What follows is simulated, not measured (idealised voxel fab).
process module | voxel wiring stack
Square cells of 5 nm make up the cross-section cut, whose width is 205 nm.
For the purposes of this document, a cross-section shall be understood as a grid of square cells, specified as bands listed in top-to-bottom order, each band consisting of one or more rows of cells. Read a band's entry like this: the first values are the height of its top and the height of its bottom in nm, and what follows is the sequence of materials from left to right, each with its width in nm. Note that "air" is empty space, and that a single material marked "throughout" reaches across the band from edge to edge. Heights are expressed relative to 0, this being the level below which the as-received wafer comprises one material exclusively. The lowest band is unbounded in the downward direction and is denoted as in "0 nm and below". The two numbers in a width such as "30->40" mark its ends across the band: the first belongs to the top row of cells, the second to the bottom row, and from each row to the next the width moves by the same amount. The cross-section has no changed cell in any step marked "same as before". Enclosed voids (no open way to top), threshold 8 cells or more, entry "Fully closed voids", notation width x height at distance, distance from left edge, nm. It should be noted that, on the line of a given step, the content following the step's settings is a remark produced by the simulator itself with respect to that step. For masked steps, "overlay nm" on the step line gives how far right of plan the mask actually lay; a minus sign means it lay to the left.
The process steps that were planned are listed below
1,RECEIVE (material Si)
2,CONFORMAL_DEP (material SiO2; thk nm 10)
3,CONFORMAL_DEP (material SiCN; thk nm 5)
4,DIRECTIONAL_DEP (material lowk; thk nm 25)
5,DIRECTIONAL_DEP (material aC; thk nm 15)
6,PATTERN (tone open; mask id METAL_1; material resist; width nm 20; pitch nm 45; thk nm 35; overlay nm 0)
7,DIRECTIONAL_ETCH (etch materials aC; depth nm 15)
8,STRIP (etch materials resist)
9,DIRECTIONAL_ETCH (etch materials lowk; depth nm 25)
10,DIRECTIONAL_ETCH (etch materials SiCN; depth nm 5)
11,STRIP (etch materials aC)
12,CONFORMAL_DEP (material TiN; thk nm 5)
13,FILL_DEP (material Ru; thk nm 5)
14,CMP (height nm 40)
15,CONFORMAL_DEP (material SiCN; thk nm 5)
16,DIRECTIONAL_DEP (material lowk; thk nm 15)
17,DIRECTIONAL_DEP (material aC; thk nm 10)
18,PATTERN (tone open; mask id PLUG_1; material resist; width nm 15; thk nm 25; overlay nm 0)
19,DIRECTIONAL_ETCH (etch materials aC; depth nm 10)
20,STRIP (etch materials resist)
21,DIRECTIONAL_ETCH (etch materials lowk; depth nm 15)
22,DIRECTIONAL_ETCH (etch materials SiCN; depth nm 5)
23,STRIP (etch materials aC)
24,CONFORMAL_DEP (material TiN; thk nm 5)
25,FILL_DEP (material Ru; thk nm 10)
26,CMP (height nm 60)
27,DIRECTIONAL_DEP (material TiN; thk nm 5)
28,DIRECTIONAL_DEP (material Ru; thk nm 20)
29,DIRECTIONAL_DEP (material aC; thk nm 10)
30,PATTERN (tone cover; mask id METAL_2; material resist; width nm 20; pitch nm 45; thk nm 25; overlay nm 0)
31,DIRECTIONAL_ETCH (etch materials aC; depth nm 10)
32,STRIP (etch materials resist)
33,DIRECTIONAL_ETCH (etch materials Ru; depth nm 20)
34,DIRECTIONAL_ETCH (etch materials TiN; depth nm 5)
35,STRIP (etch materials aC)
36,CONFORMAL_DEP (material SiCN; thk nm 5)
37,FILL_DEP (material lowk; thk nm 5)
38,CMP (height nm 85)
39,CONFORMAL_DEP (material SiCN; thk nm 5)
40,DIRECTIONAL_DEP (material lowk; thk nm 10)
41,PATTERN (tone open; mask id PLUG_2; material resist; width nm 15; pitch nm 45; thk nm 15; overlay nm 0)
42,DIRECTIONAL_ETCH (etch materials lowk; depth nm 10)
43,DIRECTIONAL_ETCH (etch materials SiCN; depth nm 5)
44,STRIP (etch materials resist)
45,CONFORMAL_DEP (material TiN; thk nm 5)
46,FILL_DEP (material Cu; thk nm 5)
47,CMP (height nm 100)
48,DIRECTIONAL_DEP (material TiN; thk nm 5)
49,DIRECTIONAL_DEP (material Ru; thk nm 15)
50,DIRECTIONAL_DEP (material aC; thk nm 15)
51,PATTERN (tone cover; mask id METAL_3; material resist; width nm 20; pitch nm 45; thk nm 30; overlay nm 0)
52,DIRECTIONAL_ETCH (etch materials aC; depth nm 15)
53,STRIP (etch materials resist)
54,DIRECTIONAL_ETCH (etch materials Ru; depth nm 15)
55,DIRECTIONAL_ETCH (etch materials TiN; depth nm 5)
56,STRIP (etch materials aC)
57,FILL_DEP (material lowk; thk nm 5)
58,CMP (height nm 120)
59,CONFORMAL_DEP (material SiN; thk nm 5)
So, the first of our two wafers, run just as we planned it
Incoming wafer, cross-sectional view, post step 1
- 0 nm and below  Si throughout
- Fully closed voids: none
Cross-section of the wafer after step 2
- 10 nm to 0 nm  SiO2 throughout
- Under 0: no change, same as before.
Cross-section of the wafer after step 3
- 15 nm to 10 nm  SiCN throughout
- Under 10: no change, same as before.
Cross-section of the wafer after step 4
- 40 nm to 15 nm  lowk throughout
- Under 15: no change, same as before.
Cross-section of the wafer after step 5
- 55 nm to 40 nm  aC throughout
- Under 40: no change, same as before.
Cross-section of the wafer after step 6
- 90 nm to 55 nm  70 nm resist / 20 nm air / 25 nm resist / 20 nm air / 70 nm resist
- Under 55: no change, same as before.
Cross-section of the wafer after step 7
- 75 nm to 55 nm  70 nm resist / 20 nm air / 25 nm resist / 20 nm air / 70 nm resist
- 55 nm to 40 nm  70 nm aC / 20 nm air / 25 nm aC / 20 nm air / 70 nm aC
- Under 40: no change, same as before.
Cross-section of the wafer after step 8
- 55 nm to 40 nm  70 nm aC / 20 nm air / 25 nm aC / 20 nm air / 70 nm aC
- Under 40: no change, same as before.
Cross-section of the wafer after step 9
- 55 nm to 40 nm  70 nm aC / 20 nm air / 25 nm aC / 20 nm air / 70 nm aC
- 40 nm to 15 nm  70 nm lowk / 20 nm air / 25 nm lowk / 20 nm air / 70 nm lowk
- Under 15: no change, same as before.
Cross-section of the wafer after step 10
- 55 nm to 40 nm  70 nm aC / 20 nm air / 25 nm aC / 20 nm air / 70 nm aC
- 40 nm to 15 nm  70 nm lowk / 20 nm air / 25 nm lowk / 20 nm air / 70 nm lowk
- 15 nm to 10 nm  70 nm SiCN / 20 nm air / 25 nm SiCN / 20 nm air / 70 nm SiCN
- Under 10: no change, same as before.
Cross-section of the wafer after step 11
- 40 nm to 15 nm  70 nm lowk / 20 nm air / 25 nm lowk / 20 nm air / 70 nm lowk
- Under 15: no change, same as before.
Cross-section of the wafer after step 12
- 45 nm to 40 nm  75 nm TiN / 10 nm air / 35 nm TiN / 10 nm air / 75 nm TiN
- 40 nm to 15 nm  70 nm lowk / 5 nm TiN / 10 nm air / 5 nm TiN / 25 nm lowk / 5 nm TiN / 10 nm air / 5 nm TiN / 70 nm lowk
- 15 nm to 10 nm  70 nm SiCN / 20 nm TiN / 25 nm SiCN / 20 nm TiN / 70 nm SiCN
- Under 10: no change, same as before.
Cross-section of the wafer after step 13
- 50 nm to 45 nm  Ru throughout
- 45 nm to 40 nm  75 nm TiN / 10 nm Ru / 35 nm TiN / 10 nm Ru / 75 nm TiN
- 40 nm to 15 nm  70 nm lowk / 5 nm TiN / 10 nm Ru / 5 nm TiN / 25 nm lowk / 5 nm TiN / 10 nm Ru / 5 nm TiN / 70 nm lowk
- Under 15: no change, same as before.
Cross-section of the wafer after step 14
- 40 nm to 15 nm  70 nm lowk / 5 nm TiN / 10 nm Ru / 5 nm TiN / 25 nm lowk / 5 nm TiN / 10 nm Ru / 5 nm TiN / 70 nm lowk
- Under 15: no change, same as before.
Cross-section of the wafer after step 15
- 45 nm to 40 nm  SiCN throughout
- Under 40: no change, same as before.
Cross-section of the wafer after step 16
- 60 nm to 45 nm  lowk throughout
- Under 45: no change, same as before.
Cross-section of the wafer after step 17
- 70 nm to 60 nm  aC throughout
- Under 60: no change, same as before.
Cross-section of the wafer after step 18
- 95 nm to 70 nm  70 nm resist / 15 nm air / 120 nm resist
- Under 70: no change, same as before.
Cross-section of the wafer after step 19
- 85 nm to 70 nm  70 nm resist / 15 nm air / 120 nm resist
- 70 nm to 60 nm  70 nm aC / 15 nm air / 120 nm aC
- Under 60: no change, same as before.
Cross-section of the wafer after step 20
- 70 nm to 60 nm  70 nm aC / 15 nm air / 120 nm aC
- Under 60: no change, same as before.
Cross-section of the wafer after step 21
- 70 nm to 60 nm  70 nm aC / 15 nm air / 120 nm aC
- 60 nm to 45 nm  70 nm lowk / 15 nm air / 120 nm lowk
- Under 45: no change, same as before.
Cross-section of the wafer after step 22
- 70 nm to 60 nm  70 nm aC / 15 nm air / 120 nm aC
- 60 nm to 45 nm  70 nm lowk / 15 nm air / 120 nm lowk
- 45 nm to 40 nm  70 nm SiCN / 15 nm air / 120 nm SiCN
- Under 40: no change, same as before.
Cross-section of the wafer after step 23
- 60 nm to 45 nm  70 nm lowk / 15 nm air / 120 nm lowk
- Under 45: no change, same as before.
Cross-section of the wafer after step 24
- 65 nm to 60 nm  75 nm TiN / 5 nm air / 125 nm TiN
- 60 nm to 45 nm  70 nm lowk / 5 nm TiN / 5 nm air / 5 nm TiN / 120 nm lowk
- 45 nm to 40 nm  70 nm SiCN / 15 nm TiN / 120 nm SiCN
- Under 40: no change, same as before.
Cross-section of the wafer after step 25
- 75 nm to 65 nm  Ru throughout
- 65 nm to 60 nm  75 nm TiN / 5 nm Ru / 125 nm TiN
- 60 nm to 45 nm  70 nm lowk / 5 nm TiN / 5 nm Ru / 5 nm TiN / 120 nm lowk
- Under 45: no change, same as before.
Cross-section of the wafer after step 26
- 60 nm to 45 nm  70 nm lowk / 5 nm TiN / 5 nm Ru / 5 nm TiN / 120 nm lowk
- Under 45: no change, same as before.
Cross-section of the wafer after step 27
- 65 nm to 60 nm  TiN throughout
- Under 60: no change, same as before.
Cross-section of the wafer after step 28
- 85 nm to 65 nm  Ru throughout
- Under 65: no change, same as before.
Cross-section of the wafer after step 29
- 95 nm to 85 nm  aC throughout
- Under 85: no change, same as before.
Cross-section of the wafer after step 30
- 120 nm to 95 nm  70 nm air / 20 nm resist / 25 nm air / 20 nm resist / 70 nm air
- Under 95: no change, same as before.
Cross-section of the wafer after step 31
- 110 nm to 95 nm  70 nm air / 20 nm resist / 25 nm air / 20 nm resist / 70 nm air
- 95 nm to 85 nm  70 nm air / 20 nm aC / 25 nm air / 20 nm aC / 70 nm air
- Under 85: no change, same as before.
Cross-section of the wafer after step 32
- 95 nm to 85 nm  70 nm air / 20 nm aC / 25 nm air / 20 nm aC / 70 nm air
- Under 85: no change, same as before.
Cross-section of the wafer after step 33
- 95 nm to 85 nm  70 nm air / 20 nm aC / 25 nm air / 20 nm aC / 70 nm air
- 85 nm to 65 nm  70 nm air / 20 nm Ru / 25 nm air / 20 nm Ru / 70 nm air
- Under 65: no change, same as before.
Cross-section of the wafer after step 34
- 95 nm to 85 nm  70 nm air / 20 nm aC / 25 nm air / 20 nm aC / 70 nm air
- 85 nm to 65 nm  70 nm air / 20 nm Ru / 25 nm air / 20 nm Ru / 70 nm air
- 65 nm to 60 nm  70 nm air / 20 nm TiN / 25 nm air / 20 nm TiN / 70 nm air
- Under 60: no change, same as before.
Cross-section of the wafer after step 35
- 85 nm to 65 nm  70 nm air / 20 nm Ru / 25 nm air / 20 nm Ru / 70 nm air
- Under 65: no change, same as before.
Cross-section of the wafer after step 36
- 90 nm to 85 nm  65 nm air / 30 nm SiCN / 15 nm air / 30 nm SiCN / 65 nm air
- 85 nm to 65 nm  65 nm air / 5 nm SiCN / 20 nm Ru / 5 nm SiCN / 15 nm air / 5 nm SiCN / 20 nm Ru / 5 nm SiCN / 65 nm air
- 65 nm to 60 nm  70 nm SiCN / 20 nm TiN / 25 nm SiCN / 20 nm TiN / 70 nm SiCN
- Under 60: no change, same as before.
Cross-section of the wafer after step 37
- 95 nm to 90 nm  lowk throughout
- 90 nm to 85 nm  65 nm lowk / 30 nm SiCN / 15 nm lowk / 30 nm SiCN / 65 nm lowk
- 85 nm to 65 nm  65 nm lowk / 5 nm SiCN / 20 nm Ru / 5 nm SiCN / 15 nm lowk / 5 nm SiCN / 20 nm Ru / 5 nm SiCN / 65 nm lowk
- Under 65: no change, same as before.
Cross-section of the wafer after step 38
- 85 nm to 65 nm  65 nm lowk / 5 nm SiCN / 20 nm Ru / 5 nm SiCN / 15 nm lowk / 5 nm SiCN / 20 nm Ru / 5 nm SiCN / 65 nm lowk
- Under 65: no change, same as before.
Cross-section of the wafer after step 39
- 90 nm to 85 nm  SiCN throughout
- Under 85: no change, same as before.
Cross-section of the wafer after step 40
- 100 nm to 90 nm  lowk throughout
- Under 90: no change, same as before.
Cross-section of the wafer after step 41
- 115 nm to 100 nm  70 nm resist / 15 nm air / 30 nm resist / 15 nm air / 75 nm resist
- Under 100: no change, same as before.
Cross-section of the wafer after step 42
- 115 nm to 100 nm  70 nm resist / 15 nm air / 30 nm resist / 15 nm air / 75 nm resist
- 100 nm to 90 nm  70 nm lowk / 15 nm air / 30 nm lowk / 15 nm air / 75 nm lowk
- Under 90: no change, same as before.
Cross-section of the wafer after step 43
- 115 nm to 100 nm  70 nm resist / 15 nm air / 30 nm resist / 15 nm air / 75 nm resist
- 100 nm to 90 nm  70 nm lowk / 15 nm air / 30 nm lowk / 15 nm air / 75 nm lowk
- 90 nm to 85 nm  70 nm SiCN / 15 nm air / 30 nm SiCN / 15 nm air / 75 nm SiCN
- Under 85: no change, same as before.
Cross-section of the wafer after step 44
- 100 nm to 90 nm  70 nm lowk / 15 nm air / 30 nm lowk / 15 nm air / 75 nm lowk
- Under 90: no change, same as before.
Cross-section of the wafer after step 45
- 105 nm to 100 nm  75 nm TiN / 5 nm air / 40 nm TiN / 5 nm air / 80 nm TiN
- 100 nm to 90 nm  70 nm lowk / 5 nm TiN / 5 nm air / 5 nm TiN / 30 nm lowk / 5 nm TiN / 5 nm air / 5 nm TiN / 75 nm lowk
- 90 nm to 85 nm  70 nm SiCN / 15 nm TiN / 30 nm SiCN / 15 nm TiN / 75 nm SiCN
- Under 85: no change, same as before.
Cross-section of the wafer after step 46
- 110 nm to 105 nm  Cu throughout
- 105 nm to 100 nm  75 nm TiN / 5 nm Cu / 40 nm TiN / 5 nm Cu / 80 nm TiN
- 100 nm to 90 nm  70 nm lowk / 5 nm TiN / 5 nm Cu / 5 nm TiN / 30 nm lowk / 5 nm TiN / 5 nm Cu / 5 nm TiN / 75 nm lowk
- Under 90: no change, same as before.
Cross-section of the wafer after step 47
- 100 nm to 90 nm  70 nm lowk / 5 nm TiN / 5 nm Cu / 5 nm TiN / 30 nm lowk / 5 nm TiN / 5 nm Cu / 5 nm TiN / 75 nm lowk
- Under 90: no change, same as before.
Cross-section of the wafer after step 48
- 105 nm to 100 nm  TiN throughout
- Under 100: no change, same as before.
Cross-section of the wafer after step 49
- 120 nm to 105 nm  Ru throughout
- Under 105: no change, same as before.
Cross-section of the wafer after step 50
- 135 nm to 120 nm  aC throughout
- Under 120: no change, same as before.
Cross-section of the wafer after step 51
- 165 nm to 135 nm  70 nm air / 20 nm resist / 25 nm air / 20 nm resist / 70 nm air
- Under 135: no change, same as before.
Cross-section of the wafer after step 52
- 150 nm to 135 nm  70 nm air / 20 nm resist / 25 nm air / 20 nm resist / 70 nm air
- 135 nm to 120 nm  70 nm air / 20 nm aC / 25 nm air / 20 nm aC / 70 nm air
- Under 120: no change, same as before.
Cross-section of the wafer after step 53
- 135 nm to 120 nm  70 nm air / 20 nm aC / 25 nm air / 20 nm aC / 70 nm air
- Under 120: no change, same as before.
Cross-section of the wafer after step 54
- 135 nm to 120 nm  70 nm air / 20 nm aC / 25 nm air / 20 nm aC / 70 nm air
- 120 nm to 105 nm  70 nm air / 20 nm Ru / 25 nm air / 20 nm Ru / 70 nm air
- Under 105: no change, same as before.
Cross-section of the wafer after step 55
- 135 nm to 120 nm  70 nm air / 20 nm aC / 25 nm air / 20 nm aC / 70 nm air
- 120 nm to 105 nm  70 nm air / 20 nm Ru / 25 nm air / 20 nm Ru / 70 nm air
- 105 nm to 100 nm  70 nm air / 20 nm TiN / 25 nm air / 20 nm TiN / 70 nm air
- Under 100: no change, same as before.
Cross-section of the wafer after step 56
- 120 nm to 105 nm  70 nm air / 20 nm Ru / 25 nm air / 20 nm Ru / 70 nm air
- Under 105: no change, same as before.
Cross-section of the wafer after step 57
- 125 nm to 120 nm  lowk throughout
- 120 nm to 105 nm  70 nm lowk / 20 nm Ru / 25 nm lowk / 20 nm Ru / 70 nm lowk
- 105 nm to 100 nm  70 nm lowk / 20 nm TiN / 25 nm lowk / 20 nm TiN / 70 nm lowk
- Under 100: no change, same as before.
Cross-section of the wafer after step 58
- 120 nm to 105 nm  70 nm lowk / 20 nm Ru / 25 nm lowk / 20 nm Ru / 70 nm lowk
- Under 105: no change, same as before.
Cross-section of the wafer after step 59
- 125 nm to 120 nm  SiN throughout
- Under 120: no change, same as before.
Second wafer, same starting conditions and recipe as the first, one mistake in executing it, nothing differs from the first up to and including step 29
X-section, second wafer, when step 30 was due to finish
- 120 nm to 95 nm  65 nm air / 30 nm resist / 15 nm air / 30 nm resist / 65 nm air
- Under 95: no change, same as before.
X-section, second wafer, when step 31 was due to finish
- 110 nm to 95 nm  65 nm air / 30 nm resist / 15 nm air / 30 nm resist / 65 nm air
- 95 nm to 85 nm  65 nm air / 30 nm aC / 15 nm air / 30 nm aC / 65 nm air
- Under 85: no change, same as before.
X-section, second wafer, when step 32 was due to finish
- 95 nm to 85 nm  65 nm air / 30 nm aC / 15 nm air / 30 nm aC / 65 nm air
- Under 85: no change, same as before.
X-section, second wafer, when step 33 was due to finish
- 95 nm to 85 nm  65 nm air / 30 nm aC / 15 nm air / 30 nm aC / 65 nm air
- 85 nm to 65 nm  65 nm air / 30 nm Ru / 15 nm air / 30 nm Ru / 65 nm air
- Under 65: no change, same as before.
X-section, second wafer, when step 34 was due to finish
- 95 nm to 85 nm  65 nm air / 30 nm aC / 15 nm air / 30 nm aC / 65 nm air
- 85 nm to 65 nm  65 nm air / 30 nm Ru / 15 nm air / 30 nm Ru / 65 nm air
- 65 nm to 60 nm  65 nm air / 30 nm TiN / 15 nm air / 30 nm TiN / 65 nm air
- Under 60: no change, same as before.
X-section, second wafer, when step 35 was due to finish
- 85 nm to 65 nm  65 nm air / 30 nm Ru / 15 nm air / 30 nm Ru / 65 nm air
- Under 65: no change, same as before.
X-section, second wafer, when step 36 was due to finish
- 90 nm to 85 nm  60 nm air / 40 nm SiCN / 5 nm air / 40 nm SiCN / 60 nm air
- 85 nm to 65 nm  60 nm air / 5 nm SiCN / 30 nm Ru / 5 nm SiCN / 5 nm air / 5 nm SiCN / 30 nm Ru / 5 nm SiCN / 60 nm air
- 65 nm to 60 nm  65 nm SiCN / 30 nm TiN / 15 nm SiCN / 30 nm TiN / 65 nm SiCN
- Under 60: no change, same as before.
X-section, second wafer, when step 37 was due to finish
- 95 nm to 90 nm  lowk throughout
- 90 nm to 85 nm  60 nm lowk / 40 nm SiCN / 5 nm lowk / 40 nm SiCN / 60 nm lowk
- 85 nm to 65 nm  60 nm lowk / 5 nm SiCN / 30 nm Ru / 5 nm SiCN / 5 nm lowk / 5 nm SiCN / 30 nm Ru / 5 nm SiCN / 60 nm lowk
- Under 65: no change, same as before.
X-section, second wafer, when step 38 was due to finish
- 85 nm to 65 nm  60 nm lowk / 5 nm SiCN / 30 nm Ru / 5 nm SiCN / 5 nm lowk / 5 nm SiCN / 30 nm Ru / 5 nm SiCN / 60 nm lowk
- Under 65: no change, same as before.
X-section, second wafer, when step 39 was due to finish
- 90 nm to 85 nm  SiCN throughout
- Under 85: no change, same as before.
X-section, second wafer, when step 40 was due to finish
- 100 nm to 90 nm  lowk throughout
- Under 90: no change, same as before.
X-section, second wafer, when step 41 was due to finish
- 115 nm to 100 nm  70 nm resist / 15 nm air / 30 nm resist / 15 nm air / 75 nm resist
- Under 100: no change, same as before.
X-section, second wafer, when step 42 was due to finish
- 115 nm to 100 nm  70 nm resist / 15 nm air / 30 nm resist / 15 nm air / 75 nm resist
- 100 nm to 90 nm  70 nm lowk / 15 nm air / 30 nm lowk / 15 nm air / 75 nm lowk
- Under 90: no change, same as before.
X-section, second wafer, when step 43 was due to finish
- 115 nm to 100 nm  70 nm resist / 15 nm air / 30 nm resist / 15 nm air / 75 nm resist
- 100 nm to 90 nm  70 nm lowk / 15 nm air / 30 nm lowk / 15 nm air / 75 nm lowk
- 90 nm to 85 nm  70 nm SiCN / 15 nm air / 30 nm SiCN / 15 nm air / 75 nm SiCN
- Under 85: no change, same as before.
X-section, second wafer, when step 44 was due to finish
- 100 nm to 90 nm  70 nm lowk / 15 nm air / 30 nm lowk / 15 nm air / 75 nm lowk
- Under 90: no change, same as before.
X-section, second wafer, when step 45 was due to finish
- 105 nm to 100 nm  75 nm TiN / 5 nm air / 40 nm TiN / 5 nm air / 80 nm TiN
- 100 nm to 90 nm  70 nm lowk / 5 nm TiN / 5 nm air / 5 nm TiN / 30 nm lowk / 5 nm TiN / 5 nm air / 5 nm TiN / 75 nm lowk
- 90 nm to 85 nm  70 nm SiCN / 15 nm TiN / 30 nm SiCN / 15 nm TiN / 75 nm SiCN
- Under 85: no change, same as before.
X-section, second wafer, when step 46 was due to finish
- 110 nm to 105 nm  Cu throughout
- 105 nm to 100 nm  75 nm TiN / 5 nm Cu / 40 nm TiN / 5 nm Cu / 80 nm TiN
- 100 nm to 90 nm  70 nm lowk / 5 nm TiN / 5 nm Cu / 5 nm TiN / 30 nm lowk / 5 nm TiN / 5 nm Cu / 5 nm TiN / 75 nm lowk
- Under 90: no change, same as before.
X-section, second wafer, when step 47 was due to finish
- 100 nm to 90 nm  70 nm lowk / 5 nm TiN / 5 nm Cu / 5 nm TiN / 30 nm lowk / 5 nm TiN / 5 nm Cu / 5 nm TiN / 75 nm lowk
- Under 90: no change, same as before.
X-section, second wafer, when step 48 was due to finish
- 105 nm to 100 nm  TiN throughout
- Under 100: no change, same as before.
X-section, second wafer, when step 49 was due to finish
- 120 nm to 105 nm  Ru throughout
- Under 105: no change, same as before.
X-section, second wafer, when step 50 was due to finish
- 135 nm to 120 nm  aC throughout
- Under 120: no change, same as before.
X-section, second wafer, when step 51 was due to finish
- 165 nm to 135 nm  70 nm air / 20 nm resist / 25 nm air / 20 nm resist / 70 nm air
- Under 135: no change, same as before.
X-section, second wafer, when step 52 was due to finish
- 150 nm to 135 nm  70 nm air / 20 nm resist / 25 nm air / 20 nm resist / 70 nm air
- 135 nm to 120 nm  70 nm air / 20 nm aC / 25 nm air / 20 nm aC / 70 nm air
- Under 120: no change, same as before.
X-section, second wafer, when step 53 was due to finish
- 135 nm to 120 nm  70 nm air / 20 nm aC / 25 nm air / 20 nm aC / 70 nm air
- Under 120: no change, same as before.
X-section, second wafer, when step 54 was due to finish
- 135 nm to 120 nm  70 nm air / 20 nm aC / 25 nm air / 20 nm aC / 70 nm air
- 120 nm to 105 nm  70 nm air / 20 nm Ru / 25 nm air / 20 nm Ru / 70 nm air
- Under 105: no change, same as before.
X-section, second wafer, when step 55 was due to finish
- 135 nm to 120 nm  70 nm air / 20 nm aC / 25 nm air / 20 nm aC / 70 nm air
- 120 nm to 105 nm  70 nm air / 20 nm Ru / 25 nm air / 20 nm Ru / 70 nm air
- 105 nm to 100 nm  70 nm air / 20 nm TiN / 25 nm air / 20 nm TiN / 70 nm air
- Under 100: no change, same as before.
X-section, second wafer, when step 56 was due to finish
- 120 nm to 105 nm  70 nm air / 20 nm Ru / 25 nm air / 20 nm Ru / 70 nm air
- Under 105: no change, same as before.
X-section, second wafer, when step 57 was due to finish
- 125 nm to 120 nm  lowk throughout
- 120 nm to 105 nm  70 nm lowk / 20 nm Ru / 25 nm lowk / 20 nm Ru / 70 nm lowk
- 105 nm to 100 nm  70 nm lowk / 20 nm TiN / 25 nm lowk / 20 nm TiN / 70 nm lowk
- Under 100: no change, same as before.
X-section, second wafer, when step 58 was due to finish
- 120 nm to 105 nm  70 nm lowk / 20 nm Ru / 25 nm lowk / 20 nm Ru / 70 nm lowk
- Under 105: no change, same as before.
X-section, second wafer, when step 59 was due to finish
- 125 nm to 120 nm  SiN throughout
- Under 120: no change, same as before.
Which mistake was made when the wafer was run? step 30 deviated from plan and actually ran as PATTERN (tone cover; mask id METAL_2; material resist; width nm 30; pitch nm 45; thk nm 25; overlay nm 0)
Final difference in cells, second wafer against first, listed per material as more or fewer: Ru: 16 more; SiCN: 4 fewer; TiN: 4 more; lowk: 16 fewer
